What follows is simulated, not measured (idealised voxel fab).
process module | voxel air gaps
In the cross-section labelled cut, the width is 285 nm and each square cell is 5 nm.
Cross-section layout: square cells on a grid; listed as bands, top to bottom; a band spans one or more cell rows. What a band's entry tells you: where the top is and where the bottom is, as heights in nm, and after that what lies inside, material by material from left to right, each with its width in nm. Empty space is written as the word "empty", and a single material marked with the word "everywhere" occupies the band from edge to edge. A quick word on heights: they are counted from 0, and under that level the wafer as it came to us is one material throughout. The lowest band is different from the rest in having no bottom; it simply continues downward, written as in "0 nm and below". The width entry "30..40" should be interpreted row by row: the top row of cells in the band takes the first number, the bottom row takes the second number, and the change between adjacent rows is uniform throughout. "nothing got changed" for a step: no cell of the cross-section changed in that step. Empty spaces without an open route to the top, at least 8 cells in extent, make up the entry "Enclosed internal cavities"; each is given as width x height at distance, where the distance is measured from the left edge, and all are in nm. Heads up: the bit after the settings on a step's line is the simulator's remark on that step. "overlay nm" on a masked step: distance the mask lay right of its planned place, negative for left.

-- Set out below are the planned steps of the process
| 1 | RECEIVE (material Si) |
| 2 | CONFORMAL_DEP (material SiO2; thk nm 15) |
| 3 | CONFORMAL_DEP (material SiN; thk nm 5) |
| 4 | DIRECTIONAL_DEP (material lowk; thk nm 30) |
| 5 | MASKED_ETCH (tone open; mask id LINES; width nm 20; pitch nm 50; etch materials lowk; depth nm 30; overlay nm 0) |
| 6 | CONFORMAL_DEP (material TiN; thk nm 5) |
| 7 | FILL_DEP (material Cu; thk nm 10) |
| 8 | CMP (height nm 50) |
| 9 | EPI (material Ru; thk nm 10) |
| 10 | SELECTIVE_ETCH (etch materials lowk; depth nm 40) |
| 11 | CONFORMAL_DEP (material SiN; thk nm 5) |

-- As received (post step 1): cross-section
- 0 nm and below | Si everywhere
- Enclosed internal cavities: none

-- First wafer of two, sectioned at end of module; run went per plan
- 65 nm to 60 nm | empty: 40 | SiN: 200 | empty: 45
- 60 nm to 50 nm | empty: 40 | SiN: 5 | Ru: 40 | SiN: 10 | Ru: 40 | SiN: 10 | Ru: 40 | SiN: 10 | Ru: 40 | SiN: 5 | empty: 45
- 50 nm to 45 nm | empty: 40 | SiN: 15 | TiN: 5 | Cu: 10 | TiN: 5 | SiN: 30 | TiN: 5 | Cu: 10 | TiN: 5 | SiN: 30 | TiN: 5 | Cu: 10 | TiN: 5 | SiN: 30 | TiN: 5 | Cu: 10 | TiN: 5 | SiN: 15 | empty: 45
- 45 nm to 25 nm | empty: 50 | SiN: 5 | TiN: 5 | Cu: 10 | TiN: 5 | SiN: 5 | empty: 20 | SiN: 5 | TiN: 5 | Cu: 10 | TiN: 5 | SiN: 5 | empty: 20 | SiN: 5 | TiN: 5 | Cu: 10 | TiN: 5 | SiN: 5 | empty: 20 | SiN: 5 | TiN: 5 | Cu: 10 | TiN: 5 | SiN: 5 | empty: 55
- 25 nm to 20 nm | SiN: 55 | TiN: 20 | SiN: 30 | TiN: 20 | SiN: 30 | TiN: 20 | SiN: 30 | TiN: 20 | SiN: 60
- 20 nm to 15 nm | SiN everywhere
- 15 nm to 0 nm | SiO2 everywhere
- 0 nm and below | Si everywhere
- Enclosed internal cavities: 20 x 20 at 80; 20 x 20 at 130; 20 x 20 at 180

-- Now the second wafer, cross-sectioned at the end of the module. Nothing different at the start, nothing different in the plan compared with the first, just one mistake when it was actually run
- 75 nm to 70 nm | empty: 30 | SiN: 220 | empty: 35
- 70 nm to 50 nm | empty: 30 | SiN: 5 | Ru: 210 | SiN: 5 | empty: 35
- 50 nm to 45 nm | empty: 30 | SiN: 25 | TiN: 5 | Cu: 10 | TiN: 5 | lowk: 30 | TiN: 5 | Cu: 10 | TiN: 5 | lowk: 30 | TiN: 5 | Cu: 10 | TiN: 5 | lowk: 30 | TiN: 5 | Cu: 10 | TiN: 5 | SiN: 25 | empty: 35
- 45 nm to 25 nm | empty: 50 | SiN: 5 | TiN: 5 | Cu: 10 | TiN: 5 | lowk: 30 | TiN: 5 | Cu: 10 | TiN: 5 | lowk: 30 | TiN: 5 | Cu: 10 | TiN: 5 | lowk: 30 | TiN: 5 | Cu: 10 | TiN: 5 | SiN: 5 | empty: 55
- 25 nm to 20 nm | SiN: 55 | TiN: 20 | lowk: 30 | TiN: 20 | lowk: 30 | TiN: 20 | lowk: 30 | TiN: 20 | SiN: 60
- 20 nm to 15 nm | SiN everywhere
- 15 nm to 0 nm | SiO2 everywhere
- 0 nm and below | Si everywhere
- Enclosed internal cavities: none
Against the plan, the run slipped here: step 9 from the plan got run twice
Per the end-of-run cell counts, the second wafer holds more or fewer of some materials than the first: 104 more of Ru | 60 fewer of SiN | 108 more of lowk
So at the end we're looking at 3 closed voids on the first wafer and 0 on the second.
